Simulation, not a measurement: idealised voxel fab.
voxel lift off: a process module
Section shown: cut. Width: 205 nm. Cell size: 5 nm, square.
A cross-section in this document is a grid of square cells, and it is written down as bands, the top band listed before the ones below it; a band is made up of one or more rows of cells.
It is stipulated that each band's entry specify, in nanometres, the height of the top of the band and then that of its bottom, followed by the materials of the band in left-to-right sequence, each together with its width in nanometres. A single material marked by the word "all across" is understood to fill the band from edge to edge; the word "air" is understood to denote empty space.
The reference from which all heights are counted is 0, the level beneath which the as-received wafer is entirely one material; the lowest band, having no lower bound, proceeds downward and is written after the example "0..down".
Read "30->40" as a graded width: first number on top, second number at the bottom, same change between each pair of neighbouring rows.
What does "nothing different" mean for a step? It means no cell of the cross-section changed in that step.
In the "Entrapped voids" entry, you get each enclosed empty space of 8 cells or more, one with no open way to the top, written width x height at distance, distance from the left edge, in nm.
Post-settings text on a step line: simulator's own remark regarding the step.
The setting "overlay nm" may be written on the line of a step. When the step uses a mask, the value reports how far to the right of the planned place the mask lay, and a negative value reports that it lay to the left.
THIS SECTION LISTS THE PROCESS STEPS THAT WERE PLANNED
1: RECEIVE | material Si
2: CONFORMAL_DEP | material Al2O3 | thk nm 15
3: PATTERN | tone open | mask id LINES | material resist | width nm 30 | pitch nm 55 | thk nm 25 | overlay nm 0
4: DIRECTIONAL_DEP | material Ru | thk nm 10
5: STRIP | etch materials resist
6: CONFORMAL_DEP | material SiN | thk nm 5
RUN AS PLANNED: FIRST OF TWO WAFERS
CROSS-SECTIONAL VIEW OF THE WAFER IN ITS AS-RECEIVED CONDITION, CORRESPONDING TO THE STATE AFTER STEP 1
0..down | Si all across
Entrapped voids: none
STEP 2 COMPLETE: CROSS-SECTION THROUGH THE WAFER
15..0 | Al2O3 all across
Anything lower than 0 is untouched.
STEP 3 COMPLETE: CROSS-SECTION THROUGH THE WAFER
40..15 | resist=60 / air=30 / resist=25 / air=30 / resist=60
Anything lower than 15 is untouched.
STEP 4 COMPLETE: CROSS-SECTION THROUGH THE WAFER
50..40 | Ru=60 / air=30 / Ru=25 / air=30 / Ru=60
40..25 | resist=60 / air=30 / resist=25 / air=30 / resist=60
25..15 | resist=60 / Ru=30 / resist=25 / Ru=30 / resist=60
Anything lower than 15 is untouched.
STEP 5 COMPLETE: CROSS-SECTION THROUGH THE WAFER
25..15 | air=60 / Ru=30 / air=25 / Ru=30 / air=60
Anything lower than 15 is untouched.
STEP 6 COMPLETE: CROSS-SECTION THROUGH THE WAFER
30..25 | air=55 / SiN=40 / air=15 / SiN=40 / air=55
25..20 | air=55 / SiN=5 / Ru=30 / SiN=5 / air=15 / SiN=5 / Ru=30 / SiN=5 / air=55
20..15 | SiN=60 / Ru=30 / SiN=25 / Ru=30 / SiN=60
Anything lower than 15 is untouched.
SECOND WAFER: LIKE START, LIKE PLAN, ONE MISTAKE. THROUGH STEP 5 IT MATCHES THE FIRST WAFER
THE SECOND WAFER CUT THROUGH, AT THE TIME STEP 6 WAS SUPPOSED TO BE FINISHED
30..20 | air=55 / Ru=40 / air=15 / Ru=40 / air=55
20..15 | Ru all across
Anything lower than 15 is untouched.
Plan not followed: planned and actual differ for step 6; actual: CONFORMAL_DEP | material Ru | thk nm 5
It is noted that, at the conclusion of processing, the second wafer exhibits a higher or lower cell count for certain materials relative to the first: Ru: 49 more; SiN: 49 fewer
